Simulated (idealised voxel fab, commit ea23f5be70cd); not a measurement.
Documented hereafter: the process module known as voxel transistor to metal.
We display cut, a cross-section 270 nm in width whose square cells are each 5 nm.
For the purposes of this document, a cross-section shall be understood as a grid of square cells, specified as bands listed in top-to-bottom order, each band consisting of one or more rows of cells. Top, bottom (nm), then materials left to right with widths (nm); lone material tagged "throughout" fills the whole band edge to edge; "blank" = empty space. Height reference: 0 = level under which incoming wafer is all one material. Lowest band: no bottom, runs on downward, e.g. "from 0 down". Quick explanation for "30..40": the width changes in equal steps down the rows of cells, from the first number in the band's top row to the second number in its bottom row. Basically "nothing changed" means that step didn't change any cell in the cross-section. The list in "Closed void register" covers empty spaces of 8 cells or more that cannot reach the top through any open way, and it gives each as width x height at distance; the distance is from the left edge, and width, height and distance are in nm. Past the settings on a step's line: simulator remark, on that step. On any step carrying a mask, the "overlay nm" setting, if present on the step's line, tells how far right of its planned place the mask lay; negative values point to the left. Read the rest as pairs. Take the cross-section before one process step, then the cross-section after it, which shows only down to the lowest band that changed. Under the pair, find the step between them and its settings. Bear in mind that pairs may come from different runs of this module on the same starting wafer: link a pair to the pair above it only where its entry headed "Preceding state" says to.

## Preceding state
> from 35 to 30 = blank=55, SiN=10, blank=5, SiCN=15, blank=5, SiN=10, blank=70, SiN=10, blank=5, SiCN=15, blank=5, SiN=10, blank=55
> from 30 to 25 = blank=55, SiN=10, SiO2=5, SiCN=15, SiO2=5, SiN=10, blank=70, SiN=10, SiO2=5, SiCN=15, SiO2=5, SiN=10, blank=55
> from 25 to 10 = blank=55, SiN=10, SiO2=5, polySi=15, SiO2=5, SiN=10, blank=70, SiN=10, SiO2=5, polySi=15, SiO2=5, SiN=10, blank=55
> from 10 to 5 = SiCN=30, blank=5, SiN=10, blank=10, SiN=10, SiO2=5, polySi=15, SiO2=5, SiN=10, blank=10, SiN=10, blank=5, SiCN=20, blank=5, SiN=10, blank=10, SiN=10, SiO2=5, polySi=15, SiO2=5, SiN=10, blank=10, SiN=10, blank=5, SiCN=30
> from 5 to -5 = SiCN=30, SiO2=5, SiN=10, blank=10, SiN=10, SiO2=5, polySi=15, SiO2=5, SiN=10, blank=10, SiN=10, SiO2=5, SiCN=20, SiO2=5, SiN=10, blank=10, SiN=10, SiO2=5, polySi=15, SiO2=5, SiN=10, blank=10, SiN=10, SiO2=5, SiCN=30
> from -5 to -10 = SiCN=30, SiO2=15, blank=10, SiO2=45, blank=10, SiO2=15, SiCN=20, SiO2=15, blank=10, SiO2=45, blank=10, SiO2=15, SiCN=30
> from -10 to -30 = SiCN=30, SiO2=5, Si=85, SiO2=5, SiCN=20, SiO2=5, Si=85, SiO2=5, SiCN=30
> from -30 to -35 = SiO2=35, Si=85, SiO2=30, Si=85, SiO2=35
> from -35 down = Si throughout
> Closed void register: none

## Post-Process View
> from 35 to 30 = blank=55, SiN=10, blank=5, SiCN=15, blank=5, SiN=10, blank=70, SiN=10, blank=5, SiCN=15, blank=5, SiN=10, blank=55
> from 30 to 25 = blank=55, SiN=10, SiO2=5, SiCN=15, SiO2=5, SiN=10, blank=70, SiN=10, SiO2=5, SiCN=15, SiO2=5, SiN=10, blank=55
> from 25 to 10 = blank=55, SiN=10, SiO2=5, polySi=15, SiO2=5, SiN=10, blank=70, SiN=10, SiO2=5, polySi=15, SiO2=5, SiN=10, blank=55
> from 10 to 5 = SiCN=30, blank=5, SiN=10, blank=10, SiN=10, SiO2=5, polySi=15, SiO2=5, SiN=10, blank=10, SiN=10, blank=5, SiCN=20, blank=5, SiN=10, blank=10, SiN=10, SiO2=5, polySi=15, SiO2=5, SiN=10, blank=10, SiN=10, blank=5, SiCN=30
> from 5 to -5 = SiCN=30, SiO2=5, SiN=10, blank=10, SiN=10, SiO2=5, polySi=15, SiO2=5, SiN=10, blank=10, SiN=10, SiO2=5, SiCN=20, SiO2=5, SiN=10, blank=10, SiN=10, SiO2=5, polySi=15, SiO2=5, SiN=10, blank=10, SiN=10, SiO2=5, SiCN=30
> from -5 to -10 = SiCN=30, SiO2=15, blank=10, SiO2=45, blank=10, SiO2=15, SiCN=20, SiO2=15, blank=10, SiO2=45, blank=10, SiO2=15, SiCN=30
> from -10 to -25 = SiCN=30, SiO2=5, Si=10, blank=10, Si=45, blank=10, Si=10, SiO2=5, SiCN=20, SiO2=5, Si=10, blank=10, Si=45, blank=10, Si=10, SiO2=5, SiCN=30
> Below -25 it's all the same as before, nothing changed down there.
> Closed void register: none
Step that separates the before view from the after view above: DIRECTIONAL_ETCH (etch materials Si; depth nm 15)

Preceding state: = after-state of the pair above.

## Post-Process View
> from 35 to 30 = blank=55, SiN=10, blank=5, SiCN=15, blank=5, SiN=10, blank=70, SiN=10, blank=5, SiCN=15, blank=5, SiN=10, blank=55
> from 30 to 25 = blank=55, SiN=10, SiO2=5, SiCN=15, SiO2=5, SiN=10, blank=70, SiN=10, SiO2=5, SiCN=15, SiO2=5, SiN=10, blank=55
> from 25 to 10 = blank=55, SiN=10, SiO2=5, polySi=15, SiO2=5, SiN=10, blank=70, SiN=10, SiO2=5, polySi=15, SiO2=5, SiN=10, blank=55
> from 10 to 5 = SiCN=30, blank=5, SiN=10, blank=10, SiN=10, SiO2=5, polySi=15, SiO2=5, SiN=10, blank=10, SiN=10, blank=5, SiCN=20, blank=5, SiN=10, blank=10, SiN=10, SiO2=5, polySi=15, SiO2=5, SiN=10, blank=10, SiN=10, blank=5, SiCN=30
> from 5 to -5 = SiCN=30, SiO2=5, SiN=10, nSi=10, SiN=10, SiO2=5, polySi=15, SiO2=5, SiN=10, nSi=10, SiN=10, SiO2=5, SiCN=20, SiO2=5, SiN=10, nSi=10, SiN=10, SiO2=5, polySi=15, SiO2=5, SiN=10, nSi=10, SiN=10, SiO2=5, SiCN=30
> from -5 to -10 = SiCN=30, SiO2=15, nSi=10, SiO2=45, nSi=10, SiO2=15, SiCN=20, SiO2=15, nSi=10, SiO2=45, nSi=10, SiO2=15, SiCN=30
> from -10 to -25 = SiCN=30, SiO2=5, Si=10, nSi=10, Si=45, nSi=10, Si=10, SiO2=5, SiCN=20, SiO2=5, Si=10, nSi=10, Si=45, nSi=10, Si=10, SiO2=5, SiCN=30
> Below -25 it's all the same as before, nothing changed down there.
> Closed void register: none
Step that separates the before view from the after view above: EPI (material nSi; thk nm 15)

Preceding state: = after-state of the pair above.

## Post-Process View
> from 45 to 35 = SiO2 throughout
> from 35 to 25 = SiO2=55, SiN=10, SiO2=5, SiCN=15, SiO2=5, SiN=10, SiO2=70, SiN=10, SiO2=5, SiCN=15, SiO2=5, SiN=10, SiO2=55
> from 25 to 10 = SiO2=55, SiN=10, SiO2=5, polySi=15, SiO2=5, SiN=10, SiO2=70, SiN=10, SiO2=5, polySi=15, SiO2=5, SiN=10, SiO2=55
> from 10 to 5 = SiCN=30, SiO2=5, SiN=10, SiO2=10, SiN=10, SiO2=5, polySi=15, SiO2=5, SiN=10, SiO2=10, SiN=10, SiO2=5, SiCN=20, SiO2=5, SiN=10, SiO2=10, SiN=10, SiO2=5, polySi=15, SiO2=5, SiN=10, SiO2=10, SiN=10, SiO2=5, SiCN=30
> Below 5 it's all the same as before, nothing changed down there.
> Closed void register: none
Step that separates the before view from the after view above: FILL_DEP (material SiO2; thk nm 10)

Preceding state: = after-state of the pair above.

## Post-Process View
> from 35 to 25 = SiO2=55, SiN=10, SiO2=5, SiCN=15, SiO2=5, SiN=10, SiO2=70, SiN=10, SiO2=5, SiCN=15, SiO2=5, SiN=10, SiO2=55
> Below 25 it's all the same as before, nothing changed down there.
> Closed void register: none
Step that separates the before view from the after view above: CMP (height nm 35)

Preceding state: = after-state of the pair above.

## Post-Process View
> from 50 to 35 = SiO2 throughout
> Below 35 it's all the same as before, nothing changed down there.
> Closed void register: none
Step that separates the before view from the after view above: DIRECTIONAL_DEP (material SiO2; thk nm 15)

Preceding state: = after-state of the pair above.

## Post-Process View
> from 65 to 50 = aC throughout
> Below 50 it's all the same as before, nothing changed down there.
> Closed void register: none
Step that separates the before view from the after view above: DIRECTIONAL_DEP (material aC; thk nm 15)

Preceding state: = after-state of the pair above.

## Post-Process View
> from 100 to 65 = resist=35, blank=30, resist=25, blank=30, resist=30, blank=30, resist=25, blank=30, resist=35
> Below 65 it's all the same as before, nothing changed down there.
> Closed void register: none
Step that separates the before view from the after view above: PATTERN (tone open; mask id CONTACT; material resist; width nm 30; thk nm 35; overlay nm 0)

Preceding state: = after-state of the pair above.

## Post-Process View
> from 85 to 65 = resist=35, blank=30, resist=25, blank=30, resist=30, blank=30, resist=25, blank=30, resist=35
> from 65 to 50 = aC=35, blank=30, aC=25, blank=30, aC=30, blank=30, aC=25, blank=30, aC=35
> Below 50 it's all the same as before, nothing changed down there.
> Closed void register: none
Step that separates the before view from the after view above: DIRECTIONAL_ETCH (etch materials aC; depth nm 15)

Preceding state: = after-state of the pair above.

## Post-Process View
> from 65 to 50 = aC=35, blank=30, aC=25, blank=30, aC=30, blank=30, aC=25, blank=30, aC=35
> Below 50 it's all the same as before, nothing changed down there.
> Closed void register: none
Step that separates the before view from the after view above: STRIP (etch materials resist)

Preceding state: = after-state of the pair above.

## Post-Process View
> from 65 to 50 = aC=35, blank=30, aC=25, blank=30, aC=30, blank=30, aC=25, blank=30, aC=35
> from 50 to 35 = SiO2=35, blank=30, SiO2=25, blank=30, SiO2=30, blank=30, SiO2=25, blank=30, SiO2=35
> from 35 to 25 = SiO2=35, blank=20, SiN=10, SiO2=5, SiCN=15, SiO2=5, SiN=10, blank=20, SiO2=30, blank=20, SiN=10, SiO2=5, SiCN=15, SiO2=5, SiN=10, blank=20, SiO2=35
> from 25 to 10 = SiO2=35, blank=20, SiN=10, SiO2=5, polySi=15, SiO2=5, SiN=10, blank=20, SiO2=30, blank=20, SiN=10, SiO2=5, polySi=15, SiO2=5, SiN=10, blank=20, SiO2=35
> from 10 to 5 = SiCN=30, SiO2=5, SiN=10, blank=10, SiN=10, SiO2=5, polySi=15, SiO2=5, SiN=10, blank=10, SiN=10, SiO2=5, SiCN=20, SiO2=5, SiN=10, blank=10, SiN=10, SiO2=5, polySi=15, SiO2=5, SiN=10, blank=10, SiN=10, SiO2=5, SiCN=30
> Below 5 it's all the same as before, nothing changed down there.
> Closed void register: none
Step that separates the before view from the after view above: DIRECTIONAL_ETCH (etch materials SiO2; depth nm 45)

Preceding state: = after-state of the pair above.

## Post-Process View
> from 50 to 35 = SiO2=35, blank=30, SiO2=25, blank=30, SiO2=30, blank=30, SiO2=25, blank=30, SiO2=35
> Below 35 it's all the same as before, nothing changed down there.
> Closed void register: none
Step that separates the before view from the after view above: STRIP (etch materials aC)

Preceding state: = after-state of the pair above.

## Post-Process View
> from 55 to 50 = TiN=40, blank=20, TiN=35, blank=20, TiN=40, blank=20, TiN=35, blank=20, TiN=40
> from 50 to 40 = SiO2=35, TiN=5, blank=20, TiN=5, SiO2=25, TiN=5, blank=20, TiN=5, SiO2=30, TiN=5, blank=20, TiN=5, SiO2=25, TiN=5, blank=20, TiN=5, SiO2=35
> from 40 to 35 = SiO2=35, TiN=5, blank=10, TiN=15, SiO2=25, TiN=15, blank=10, TiN=5, SiO2=30, TiN=5, blank=10, TiN=15, SiO2=25, TiN=15, blank=10, TiN=5, SiO2=35
> from 35 to 25 = SiO2=35, TiN=5, blank=10, TiN=5, SiN=10, SiO2=5, SiCN=15, SiO2=5, SiN=10, TiN=5, blank=10, TiN=5, SiO2=30, TiN=5, blank=10, TiN=5, SiN=10, SiO2=5, SiCN=15, SiO2=5, SiN=10, TiN=5, blank=10, TiN=5, SiO2=35
> from 25 to 15 = SiO2=35, TiN=5, blank=10, TiN=5, SiN=10, SiO2=5, polySi=15, SiO2=5, SiN=10, TiN=5, blank=10, TiN=5, SiO2=30, TiN=5, blank=10, TiN=5, SiN=10, SiO2=5, polySi=15, SiO2=5, SiN=10, TiN=5, blank=10, TiN=5, SiO2=35
> from 15 to 10 = SiO2=35, TiN=20, SiN=10, SiO2=5, polySi=15, SiO2=5, SiN=10, TiN=20, SiO2=30, TiN=20, SiN=10, SiO2=5, polySi=15, SiO2=5, SiN=10, TiN=20, SiO2=35
> from 10 to 5 = SiCN=30, SiO2=5, SiN=10, TiN=10, SiN=10, SiO2=5, polySi=15, SiO2=5, SiN=10, TiN=10, SiN=10, SiO2=5, SiCN=20, SiO2=5, SiN=10, TiN=10, SiN=10, SiO2=5, polySi=15, SiO2=5, SiN=10, TiN=10, SiN=10, SiO2=5, SiCN=30
> Below 5 it's all the same as before, nothing changed down there.
> Closed void register: none
Step that separates the before view from the after view above: CONFORMAL_DEP (material TiN; thk nm 5)

Preceding state: = after-state of the pair above.

## Post-Process View
> from 65 to 55 = W throughout
> from 55 to 50 = TiN=40, W=20, TiN=35, W=20, TiN=40, W=20, TiN=35, W=20, TiN=40
> from 50 to 40 = SiO2=35, TiN=5, W=20, TiN=5, SiO2=25, TiN=5, W=20, TiN=5, SiO2=30, TiN=5, W=20, TiN=5, SiO2=25, TiN=5, W=20, TiN=5, SiO2=35
> from 40 to 35 = SiO2=35, TiN=5, W=10, TiN=15, SiO2=25, TiN=15, W=10, TiN=5, SiO2=30, TiN=5, W=10, TiN=15, SiO2=25, TiN=15, W=10, TiN=5, SiO2=35
> from 35 to 25 = SiO2=35, TiN=5, W=10, TiN=5, SiN=10, SiO2=5, SiCN=15, SiO2=5, SiN=10, TiN=5, W=10, TiN=5, SiO2=30, TiN=5, W=10, TiN=5, SiN=10, SiO2=5, SiCN=15, SiO2=5, SiN=10, TiN=5, W=10, TiN=5, SiO2=35
> from 25 to 15 = SiO2=35, TiN=5, W=10, TiN=5, SiN=10, SiO2=5, polySi=15, SiO2=5, SiN=10, TiN=5, W=10, TiN=5, SiO2=30, TiN=5, W=10, TiN=5, SiN=10, SiO2=5, polySi=15, SiO2=5, SiN=10, TiN=5, W=10, TiN=5, SiO2=35
> Below 15 it's all the same as before, nothing changed down there.
> Closed void register: none
Step that separates the before view from the after view above: FILL_DEP (material W; thk nm 10)

Preceding state: = after-state of the pair above.

## Post-Process View
> from 50 to 40 = SiO2=35, TiN=5, W=20, TiN=5, SiO2=25, TiN=5, W=20, TiN=5, SiO2=30, TiN=5, W=20, TiN=5, SiO2=25, TiN=5, W=20, TiN=5, SiO2=35
> Below 40 it's all the same as before, nothing changed down there.
> Closed void register: none
Step that separates the before view from the after view above: CMP (height nm 50)

Preceding state: = after-state of the pair above.

## Post-Process View
> from 55 to 50 = TiN throughout
> Below 50 it's all the same as before, nothing changed down there.
> Closed void register: none
Step that separates the before view from the after view above: DIRECTIONAL_DEP (material TiN; thk nm 5)

Preceding state: = after-state of the pair above.

## Post-Process View
> from 70 to 55 = Ru throughout
> Below 55 it's all the same as before, nothing changed down there.
> Closed void register: none
Step that separates the before view from the after view above: DIRECTIONAL_DEP (material Ru; thk nm 15)

Preceding state: = after-state of the pair above.

## Post-Process View
> from 70 to 55 = blank=35, Ru=15, blank=55, Ru=15, blank=30, Ru=15, blank=55, Ru=15, blank=35
> Below 55 it's all the same as before, nothing changed down there.
> Closed void register: none
Step that separates the before view from the after view above: MASKED_ETCH (tone cover; mask id METAL_1; width nm 15; etch materials Ru; depth nm 15; overlay nm 0)

Preceding state: = after-state of the pair above.

## Post-Process View
> from 70 to 55 = blank=35, Ru=15, blank=55, Ru=15, blank=30, Ru=15, blank=55, Ru=15, blank=35
> from 55 to 50 = blank=35, TiN=15, blank=55, TiN=15, blank=30, TiN=15, blank=55, TiN=15, blank=35
> Below 50 it's all the same as before, nothing changed down there.
> Closed void register: none
Step that separates the before view from the after view above: MASKED_ETCH (tone cover; mask id METAL_1; width nm 15; etch materials TiN; depth nm 5; overlay nm 0)

Preceding state: = after-state of the pair above.

## Post-Process View
> from 75 to 70 = blank=30, SiCN=25, blank=45, SiCN=25, blank=20, SiCN=25, blank=45, SiCN=25, blank=30
> from 70 to 55 = blank=30, SiCN=5, Ru=15, SiCN=5, blank=45, SiCN=5, Ru=15, SiCN=5, blank=20, SiCN=5, Ru=15, SiCN=5, blank=45, SiCN=5, Ru=15, SiCN=5, blank=30
> from 55 to 50 = SiCN=35, TiN=15, SiCN=55, TiN=15, SiCN=30, TiN=15, SiCN=55, TiN=15, SiCN=35
> Below 50 it's all the same as before, nothing changed down there.
> Closed void register: none
Step that separates the before view from the after view above: CONFORMAL_DEP (material SiCN; thk nm 5)

Preceding state: = after-state of the pair above.

## Post-Process View
> from 80 to 75 = SiO2 throughout
> from 75 to 70 = SiO2=30, SiCN=25, SiO2=45, SiCN=25, SiO2=20, SiCN=25, SiO2=45, SiCN=25, SiO2=30
> from 70 to 55 = SiO2=30, SiCN=5, Ru=15, SiCN=5, SiO2=45, SiCN=5, Ru=15, SiCN=5, SiO2=20, SiCN=5, Ru=15, SiCN=5, SiO2=45, SiCN=5, Ru=15, SiCN=5, SiO2=30
> Below 55 it's all the same as before, nothing changed down there.
> Closed void register: none
Step that separates the before view from the after view above: FILL_DEP (material SiO2; thk nm 5)

Preceding state: = after-state of the pair above.

## Post-Process View
> from 70 to 55 = SiO2=30, SiCN=5, Ru=15, SiCN=5, SiO2=45, SiCN=5, Ru=15, SiCN=5, SiO2=20, SiCN=5, Ru=15, SiCN=5, SiO2=45, SiCN=5, Ru=15, SiCN=5, SiO2=30
> Below 55 it's all the same as before, nothing changed down there.
> Closed void register: none
Step that separates the before view from the after view above: CMP (height nm 70)

Preceding state: = after-state of the pair above.

## Post-Process View
> from 75 to 70 = SiCN throughout
> Below 70 it's all the same as before, nothing changed down there.
> Closed void register: none
Step that separates the before view from the after view above: CONFORMAL_DEP (material SiCN; thk nm 5)

## Preceding state
> from 65 to 50 = aC throughout
> from 50 to 35 = SiO2 throughout
> from 35 to 25 = SiO2=55, SiN=10, SiO2=5, SiCN=15, SiO2=5, SiN=10, SiO2=70, SiN=10, SiO2=5, SiCN=15, SiO2=5, SiN=10, SiO2=55
> from 25 to 5 = SiO2=55, SiN=10, SiO2=5, polySi=15, SiO2=5, SiN=10, SiO2=70, SiN=10, SiO2=5, polySi=15, SiO2=5, SiN=10, SiO2=55
> from 5 to 0 = SiO2=35, nSi=20, SiN=10, SiO2=5, polySi=15, SiO2=5, SiN=10, nSi=20, SiO2=30, nSi=20, SiN=10, SiO2=5, polySi=15, SiO2=5, SiN=10, nSi=20, SiO2=35
> from 0 to -5 = SiO2=30, SiN=10, nSi=15, SiN=10, SiO2=5, polySi=15, SiO2=5, SiN=10, nSi=15, SiN=10, SiO2=20, SiN=10, nSi=15, SiN=10, SiO2=5, polySi=15, SiO2=5, SiN=10, nSi=15, SiN=10, SiO2=30
> from -5 to -10 = SiO2=40, nSi=15, SiO2=45, nSi=15, SiO2=40, nSi=15, SiO2=45, nSi=15, SiO2=40
> from -10 to -25 = SiO2=35, Si=5, nSi=15, Si=45, nSi=15, Si=5, SiO2=30, Si=5, nSi=15, Si=45, nSi=15, Si=5, SiO2=35
> from -25 to -35 = SiO2=35, Si=85, SiO2=30, Si=85, SiO2=35
> from -35 down = Si throughout
> Closed void register: none

## Post-Process View
> from 100 to 65 = blank=35, resist=30, blank=25, resist=30, blank=30, resist=30, blank=25, resist=30, blank=35
> Below 65 it's all the same as before, nothing changed down there.
> Closed void register: none
Step that separates the before view from the after view above: PATTERN (tone cover; mask id CONTACT; material resist; width nm 30; thk nm 35; overlay nm 0)

Preceding state: = after-state of the pair above.

## Post-Process View
> from 85 to 65 = blank=35, resist=30, blank=25, resist=30, blank=30, resist=30, blank=25, resist=30, blank=35
> from 65 to 50 = blank=35, aC=30, blank=25, aC=30, blank=30, aC=30, blank=25, aC=30, blank=35
> Below 50 it's all the same as before, nothing changed down there.
> Closed void register: none
Step that separates the before view from the after view above: DIRECTIONAL_ETCH (etch materials aC; depth nm 15)

Preceding state: = after-state of the pair above.

## Post-Process View
> from 65 to 50 = blank=35, aC=30, blank=25, aC=30, blank=30, aC=30, blank=25, aC=30, blank=35
> Below 50 it's all the same as before, nothing changed down there.
> Closed void register: none
Step that separates the before view from the after view above: STRIP (etch materials resist)

Preceding state: = after-state of the pair above.

## Post-Process View
> from 65 to 50 = blank=35, aC=30, blank=25, aC=30, blank=30, aC=30, blank=25, aC=30, blank=35
> from 50 to 35 = blank=35, SiO2=30, blank=25, SiO2=30, blank=30, SiO2=30, blank=25, SiO2=30, blank=35
> from 35 to 25 = blank=35, SiO2=20, SiN=10, blank=5, SiCN=15, blank=5, SiN=10, SiO2=20, blank=30, SiO2=20, SiN=10, blank=5, SiCN=15, blank=5, SiN=10, SiO2=20, blank=35
> from 25 to 5 = blank=35, SiO2=20, SiN=10, blank=5, polySi=15, blank=5, SiN=10, SiO2=20, blank=30, SiO2=20, SiN=10, blank=5, polySi=15, blank=5, SiN=10, SiO2=20, blank=35
> Below 5 it's all the same as before, nothing changed down there.
> Closed void register: none
Step that separates the before view from the after view above: DIRECTIONAL_ETCH (etch materials SiO2; depth nm 45)

Preceding state: = after-state of the pair above.

## Post-Process View
> from 50 to 35 = blank=35, SiO2=30, blank=25, SiO2=30, blank=30, SiO2=30, blank=25, SiO2=30, blank=35
> Below 35 it's all the same as before, nothing changed down there.
> Closed void register: none
Step that separates the before view from the after view above: STRIP (etch materials aC)

Preceding state: = after-state of the pair above.

## Post-Process View
> from 55 to 50 = blank=30, TiN=40, blank=15, TiN=40, blank=20, TiN=40, blank=15, TiN=40, blank=30
> from 50 to 40 = blank=30, TiN=5, SiO2=30, TiN=5, blank=15, TiN=5, SiO2=30, TiN=5, blank=20, TiN=5, SiO2=30, TiN=5, blank=15, TiN=5, SiO2=30, TiN=5, blank=30
> from 40 to 35 = blank=30, TiN=5, SiO2=30, TiN=25, SiO2=30, TiN=5, blank=20, TiN=5, SiO2=30, TiN=25, SiO2=30, TiN=5, blank=30
> from 35 to 25 = blank=30, TiN=5, SiO2=20, SiN=10, TiN=5, SiCN=15, TiN=5, SiN=10, SiO2=20, TiN=5, blank=20, TiN=5, SiO2=20, SiN=10, TiN=5, SiCN=15, TiN=5, SiN=10, SiO2=20, TiN=5, blank=30
> from 25 to 10 = blank=30, TiN=5, SiO2=20, SiN=10, TiN=5, polySi=15, TiN=5, SiN=10, SiO2=20, TiN=5, blank=20, TiN=5, SiO2=20, SiN=10, TiN=5, polySi=15, TiN=5, SiN=10, SiO2=20, TiN=5, blank=30
> from 10 to 5 = TiN=35, SiO2=20, SiN=10, TiN=5, polySi=15, TiN=5, SiN=10, SiO2=20, TiN=30, SiO2=20, SiN=10, TiN=5, polySi=15, TiN=5, SiN=10, SiO2=20, TiN=35
> Below 5 it's all the same as before, nothing changed down there.
> Closed void register: none
Step that separates the before view from the after view above: CONFORMAL_DEP (material TiN; thk nm 5)

Preceding state: = after-state of the pair above.

## Post-Process View
> from 65 to 55 = W throughout
> from 55 to 50 = W=30, TiN=40, W=15, TiN=40, W=20, TiN=40, W=15, TiN=40, W=30
> from 50 to 40 = W=30, TiN=5, SiO2=30, TiN=5, W=15, TiN=5, SiO2=30, TiN=5, W=20, TiN=5, SiO2=30, TiN=5, W=15, TiN=5, SiO2=30, TiN=5, W=30
> from 40 to 35 = W=30, TiN=5, SiO2=30, TiN=25, SiO2=30, TiN=5, W=20, TiN=5, SiO2=30, TiN=25, SiO2=30, TiN=5, W=30
> from 35 to 25 = W=30, TiN=5, SiO2=20, SiN=10, TiN=5, SiCN=15, TiN=5, SiN=10, SiO2=20, TiN=5, W=20, TiN=5, SiO2=20, SiN=10, TiN=5, SiCN=15, TiN=5, SiN=10, SiO2=20, TiN=5, W=30
> from 25 to 10 = W=30, TiN=5, SiO2=20, SiN=10, TiN=5, polySi=15, TiN=5, SiN=10, SiO2=20, TiN=5, W=20, TiN=5, SiO2=20, SiN=10, TiN=5, polySi=15, TiN=5, SiN=10, SiO2=20, TiN=5, W=30
> Below 10 it's all the same as before, nothing changed down there.
> Closed void register: none
Step that separates the before view from the after view above: FILL_DEP (material W; thk nm 10)

Preceding state: = after-state of the pair above.

## Post-Process View
> from 50 to 40 = W=30, TiN=5, SiO2=30, TiN=5, W=15, TiN=5, SiO2=30, TiN=5, W=20, TiN=5, SiO2=30, TiN=5, W=15, TiN=5, SiO2=30, TiN=5, W=30
> Below 40 it's all the same as before, nothing changed down there.
> Closed void register: none
Step that separates the before view from the after view above: CMP (height nm 50)

Preceding state: = after-state of the pair above.

## Post-Process View
> from 55 to 50 = TiN throughout
> Below 50 it's all the same as before, nothing changed down there.
> Closed void register: none
Step that separates the before view from the after view above: DIRECTIONAL_DEP (material TiN; thk nm 5)

Preceding state: = after-state of the pair above.

## Post-Process View
> from 70 to 55 = Ru throughout
> Below 55 it's all the same as before, nothing changed down there.
> Closed void register: none
Step that separates the before view from the after view above: DIRECTIONAL_DEP (material Ru; thk nm 15)

Preceding state: = after-state of the pair above.

## Post-Process View
> from 70 to 55 = blank=35, Ru=15, blank=55, Ru=15, blank=30, Ru=15, blank=55, Ru=15, blank=35
> Below 55 it's all the same as before, nothing changed down there.
> Closed void register: none
Step that separates the before view from the after view above: MASKED_ETCH (tone cover; mask id METAL_1; width nm 15; etch materials Ru; depth nm 15; overlay nm 0)

Preceding state: = after-state of the pair above.

## Post-Process View
> from 70 to 55 = blank=35, Ru=15, blank=55, Ru=15, blank=30, Ru=15, blank=55, Ru=15, blank=35
> from 55 to 50 = blank=35, TiN=15, blank=55, TiN=15, blank=30, TiN=15, blank=55, TiN=15, blank=35
> Below 50 it's all the same as before, nothing changed down there.
> Closed void register: none
Step that separates the before view from the after view above: MASKED_ETCH (tone cover; mask id METAL_1; width nm 15; etch materials TiN; depth nm 5; overlay nm 0)

Preceding state: = after-state of the pair above.

## Post-Process View
> from 75 to 70 = blank=30, SiCN=25, blank=45, SiCN=25, blank=20, SiCN=25, blank=45, SiCN=25, blank=30
> from 70 to 55 = blank=30, SiCN=5, Ru=15, SiCN=5, blank=45, SiCN=5, Ru=15, SiCN=5, blank=20, SiCN=5, Ru=15, SiCN=5, blank=45, SiCN=5, Ru=15, SiCN=5, blank=30
> from 55 to 50 = SiCN=35, TiN=15, SiCN=55, TiN=15, SiCN=30, TiN=15, SiCN=55, TiN=15, SiCN=35
> Below 50 it's all the same as before, nothing changed down there.
> Closed void register: none
Step that separates the before view from the after view above: CONFORMAL_DEP (material SiCN; thk nm 5)

Preceding state: = after-state of the pair above.

## Post-Process View
> from 80 to 75 = SiO2 throughout
> from 75 to 70 = SiO2=30, SiCN=25, SiO2=45, SiCN=25, SiO2=20, SiCN=25, SiO2=45, SiCN=25, SiO2=30
> from 70 to 55 = SiO2=30, SiCN=5, Ru=15, SiCN=5, SiO2=45, SiCN=5, Ru=15, SiCN=5, SiO2=20, SiCN=5, Ru=15, SiCN=5, SiO2=45, SiCN=5, Ru=15, SiCN=5, SiO2=30
> Below 55 it's all the same as before, nothing changed down there.
> Closed void register: none
Step that separates the before view from the after view above: FILL_DEP (material SiO2; thk nm 5)

Preceding state: = after-state of the pair above.

## Post-Process View
> from 70 to 55 = SiO2=30, SiCN=5, Ru=15, SiCN=5, SiO2=45, SiCN=5, Ru=15, SiCN=5, SiO2=20, SiCN=5, Ru=15, SiCN=5, SiO2=45, SiCN=5, Ru=15, SiCN=5, SiO2=30
> Below 55 it's all the same as before, nothing changed down there.
> Closed void register: none
Step that separates the before view from the after view above: CMP (height nm 70)

Preceding state: = after-state of the pair above.

## Post-Process View
> from 75 to 70 = SiCN throughout
> Below 70 it's all the same as before, nothing changed down there.
> Closed void register: none
Step that separates the before view from the after view above: CONFORMAL_DEP (material SiCN; thk nm 5)
